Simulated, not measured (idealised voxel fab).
process module | voxel lift off
cross-section cut | 165 nm wide | cells 5 nm
A cross-section is a grid of square cells, given in bands from the top down. A band is one or more rows of cells.
Each band's line starts with the height of the band's top and of its bottom, in nm. Then come its materials from left to right, each with its width in nm. One material with "throughout" fills the band from edge to edge. "air" is empty space.
Height 0 is the level under which the wafer as received is all one material. The lowest band goes on downwards, as in "0 down".
A width such as "30 to 40" changes by the same amount from each row of cells to the next, from the band's top row to its bottom row.
"no change" after a step means that no cell of the cross-section changed.
closed voids: empty space of 8 cells or more with no open way to the top, each as width x height at its distance from the left edge, in nm
after a step's settings: what the simulator itself notes on the step
overlay nm, on a step with a mask: how far to the right of its planned place the mask lay; to the left if negative
plan
1 op RECEIVE | material Si
2 op CONFORMAL_DEP | material Al2O3 | thk nm 5
3 op PATTERN | tone open | mask id LINES | material resist | width nm 30 | pitch nm 45 | thk nm 15 | overlay nm 0
4 op DIRECTIONAL_DEP | material Ru | thk nm 5
5 op STRIP | etch materials resist
6 op CONFORMAL_DEP | material SiN | thk nm 5
first wafer, as planned
as received, after step 1
  0 down: Si throughout
  closed voids: none
after step 2
  5 to 0: Al2O3 throughout
  below 0: unchanged
after step 3
  20 to 5: resist 20 | air 30 | resist 15 | air 30 | resist 15 | air 30 | resist 25
  below 5: unchanged
after step 4
  25 to 20: Ru 20 | air 30 | Ru 15 | air 30 | Ru 15 | air 30 | Ru 25
  20 to 10: resist 20 | air 30 | resist 15 | air 30 | resist 15 | air 30 | resist 25
  10 to 5: resist 20 | Ru 30 | resist 15 | Ru 30 | resist 15 | Ru 30 | resist 25
  below 5: unchanged
after step 5
  10 to 5: air 20 | Ru 30 | air 15 | Ru 30 | air 15 | Ru 30 | air 25
  below 5: unchanged
after step 6
  15 to 10: air 15 | SiN 40 | air 5 | SiN 40 | air 5 | SiN 40 | air 20
  10 to 5: SiN 20 | Ru 30 | SiN 15 | Ru 30 | SiN 15 | Ru 30 | SiN 25
  below 5: unchanged
second wafer: like start, like plan, one mistake. Through step 2 it matches the first wafer
when step 3 should have ended
  20 to 5: resist 25 | air 20 | resist 25 | air 20 | resist 25 | air 20 | resist 30
  below 5: unchanged
when step 4 should have ended
  25 to 20: Ru 25 | air 20 | Ru 25 | air 20 | Ru 25 | air 20 | Ru 30
  20 to 10: resist 25 | air 20 | resist 25 | air 20 | resist 25 | air 20 | resist 30
  10 to 5: resist 25 | Ru 20 | resist 25 | Ru 20 | resist 25 | Ru 20 | resist 30
  below 5: unchanged
when step 5 should have ended
  10 to 5: air 25 | Ru 20 | air 25 | Ru 20 | air 25 | Ru 20 | air 30
  below 5: unchanged
when step 6 should have ended
  15 to 10: air 20 | SiN 30 | air 15 | SiN 30 | air 15 | SiN 30 | air 25
  10 to 5: SiN 25 | Ru 20 | SiN 25 | Ru 20 | SiN 25 | Ru 20 | SiN 30
  below 5: unchanged
what went wrong: step 3 ran as: op PATTERN | tone open | mask id LINES | material resist | width nm 20 | pitch nm 45 | thk nm 15 | overlay nm 0
at the end the second wafer has, in cells: 6 fewer of Ru
